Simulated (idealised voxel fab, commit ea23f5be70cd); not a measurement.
The document below concerns the process module designated voxel self aligned contacts.
Each square cell in cross-section cut measures 5 nm, and the section as a whole is 235 nm wide.
In what follows, cross-sections appear as grids of square cells, described through bands that run from the top down, where every band is one or more rows of cells.
Band: top and bottom heights (nm) first, top before bottom; then materials from left to right, widths in nm. "full width" marks a sole material filling the band edge to edge. "air" denotes empty space.
Convention: height 0 is the level below which the wafer, as received, is all one material. The lowest band does not terminate at the bottom but continues downward, represented as "z 0 and below".
A two-number width, for instance "30->40", indicates that the width is equal to the first number in the top row of the band and to the second number in the bottom row, and that it changes by a constant amount per row of cells.
No cell of the cross-section changed in a step that is given as "left unchanged".
So "Closed void register" is basically the list of trapped voids: any empty space of 8 cells or more that can't reach the top through an opening. They're written width x height at distance, the distance being from the left edge, and it's all nm.
If you see something after the settings on a step's line, that's the simulator's own remark about that step.
overlay nm: for a step with a mask, the amount by which the mask lay right of where it was planned; a negative amount means left of it.
The planned process steps are enumerated hereunder
1. RECEIVE with material Si
2. CONFORMAL_DEP with material SiO2, thk nm 5
3. DIRECTIONAL_DEP with material polySi, thk nm 30
4. DIRECTIONAL_DEP with material SiN, thk nm 20
5. DIRECTIONAL_DEP with material aC, thk nm 15
6. PATTERN with tone cover, mask id GATE, material resist, width nm 35, pitch nm 75, thk nm 30, overlay nm 0
7. DIRECTIONAL_ETCH with etch materials aC, depth nm 15
8. STRIP with etch materials resist
9. DIRECTIONAL_ETCH with etch materials SiN, depth nm 20
10. DIRECTIONAL_ETCH with etch materials polySi, depth nm 30
11. STRIP with etch materials aC
12. CONFORMAL_DEP with material SiN, thk nm 10
13. DIRECTIONAL_ETCH with etch materials SiN, depth nm 10
14. FILL_DEP with material SiO2, thk nm 20
15. CMP with height nm 65
16. DIRECTIONAL_DEP with material aC, thk nm 15
17. PATTERN with tone open, mask id CONTACT, material resist, width nm 50, pitch nm 75, thk nm 35, overlay nm 0
18. DIRECTIONAL_ETCH with etch materials aC, depth nm 15
19. STRIP with etch materials resist
20. DIRECTIONAL_ETCH with etch materials SiO2, depth nm 65
21. STRIP with etch materials aC
22. CONFORMAL_DEP with material TiN, thk nm 5
23. FILL_DEP with material W, thk nm 10
24. CMP with height nm 65
25. CONFORMAL_DEP with material SiCN, thk nm 5
Wafer as received: cross-section following step 1
z 0 and below | Si full width
Closed void register: none
Cross-section at module end, one run error; start and plan unchanged from above
z 70 to 65 | SiCN full width
z 65 to 55 | SiO2=55; TiN=5->20; W=40->10; TiN=5->20; SiO2=25; TiN=5->20; W=40->10; TiN=5->20; SiO2=55
z 55 to 30 | SiO2=15; SiN=10; polySi=35; SiN=10; TiN=5; W=10; TiN=5; SiN=10; polySi=35; SiN=10; TiN=5; W=10; TiN=5; SiN=10; polySi=35; SiN=10; SiO2=15
z 30 to 25 | SiO2=15; SiN=10; polySi=35; SiN=10; TiN=20; SiN=10; polySi=35; SiN=10; TiN=20; SiN=10; polySi=35; SiN=10; SiO2=15
z 25 to 5 | SiN full width
z 5 to 0 | SiO2 full width
z 0 and below | Si full width
Closed void register: none
What broke from the plan during processing? step 3 ran in the slot meant for step 4, and vice versa
